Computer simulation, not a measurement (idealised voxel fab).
This is a process module. Its name is voxel self aligned contacts.
Square cell edge 5 nm, section width 235 nm, ID cut.
This document writes a cross-section as a grid whose cells are square, and gives it as bands, listed from the top down; one or more rows of cells form a band.
What a band's entry tells you: where the top is and where the bottom is, as heights in nm, and after that what lies inside, material by material from left to right, each with its width in nm. Empty space is written as the word "blank", and a single material marked with the word "throughout" occupies the band from edge to edge.
Convention: height 0 is the level below which the wafer, as received, is all one material. The lowest band does not terminate at the bottom but continues downward, represented as "z 0 and below".
It should be noted that a width expressed as "30->40" varies in equal increments from row to row of cells within the band, taking the value of the first number at the top row and that of the second number at the bottom row.
"left unchanged" means the step left every cell of the cross-section as it was.
Under "Enclosed empty spaces" you'll find the enclosed gaps, the ones with no way out to the top, that are 8 cells or bigger; each reads width x height at distance, with distance counted from the left edge, everything in nm.
It should be noted that, on the line of a given step, the content following the step's settings is a remark produced by the simulator itself with respect to that step.
Steps that use a mask can have "overlay nm" on their line. It says how far the mask sat to the right of where it was meant to be. Negative means to the left.

HERE'S WHAT THE PLANNED PROCESS STEPS LOOK LIKE
1. RECEIVE with material Si
2. OXIDIZE with depth nm 5
3. DIRECTIONAL_DEP with material polySi, thk nm 20
4. DIRECTIONAL_DEP with material SiN, thk nm 20
5. MASKED_ETCH with tone cover, mask id GATE, width nm 30, pitch nm 70, etch materials SiN, depth nm 20, overlay nm 0
6. MASKED_ETCH with tone cover, mask id GATE, width nm 30, pitch nm 70, etch materials polySi, depth nm 20, overlay nm 0
7. CONFORMAL_DEP with material SiN, thk nm 10
8. DIRECTIONAL_ETCH with etch materials SiN, depth nm 10
9. FILL_DEP with material SiO2, thk nm 10
10. CMP with height nm 45
11. DIRECTIONAL_DEP with material aC, thk nm 10
12. PATTERN with tone open, mask id CONTACT, material resist, width nm 50, thk nm 30, overlay nm 0
13. DIRECTIONAL_ETCH with etch materials aC, depth nm 10
14. STRIP with etch materials resist
15. DIRECTIONAL_ETCH with etch materials SiO2, depth nm 50
16. STRIP with etch materials aC
17. CONFORMAL_DEP with material TiN, thk nm 5
18. FILL_DEP with material Ru, thk nm 10
19. CMP with height nm 45
20. CONFORMAL_DEP with material SiN, thk nm 5

STEP 1 COMPLETE: CROSS-SECTION OF THE WAFER AS RECEIVED
* z 0 and below | Si throughout
* Enclosed empty spaces: none

A WAFER AT THE END: THIS START, THIS PLAN, ONE MISTAKE
* z 50 to 45 | SiN throughout
* z 45 to 40 | SiO2 90  TiN 20  Ru 10  TiN 20  SiO2 95
* z 40 to 25 | SiO2 55  SiN 50  TiN 5  Ru 10  TiN 5  SiN 50  SiO2 60
* z 25 to 20 | SiO2 55  SiN 50  TiN 20  SiN 50  SiO2 60
* z 20 to 0 | SiO2 50  SiN 10  polySi 40  SiN 10  TiN 10  SiN 10  polySi 40  SiN 10  SiO2 55
* z 0 to -5 | SiO2 110  TiN 10  SiO2 115
* z -5 and below | Si throughout
* Enclosed empty spaces: none
Here's what went sideways: rather than as planned, step 6 actually ran as MASKED_ETCH with tone cover, mask id GATE, width nm 40, pitch nm 70, etch materials polySi, depth nm 20, overlay nm 0
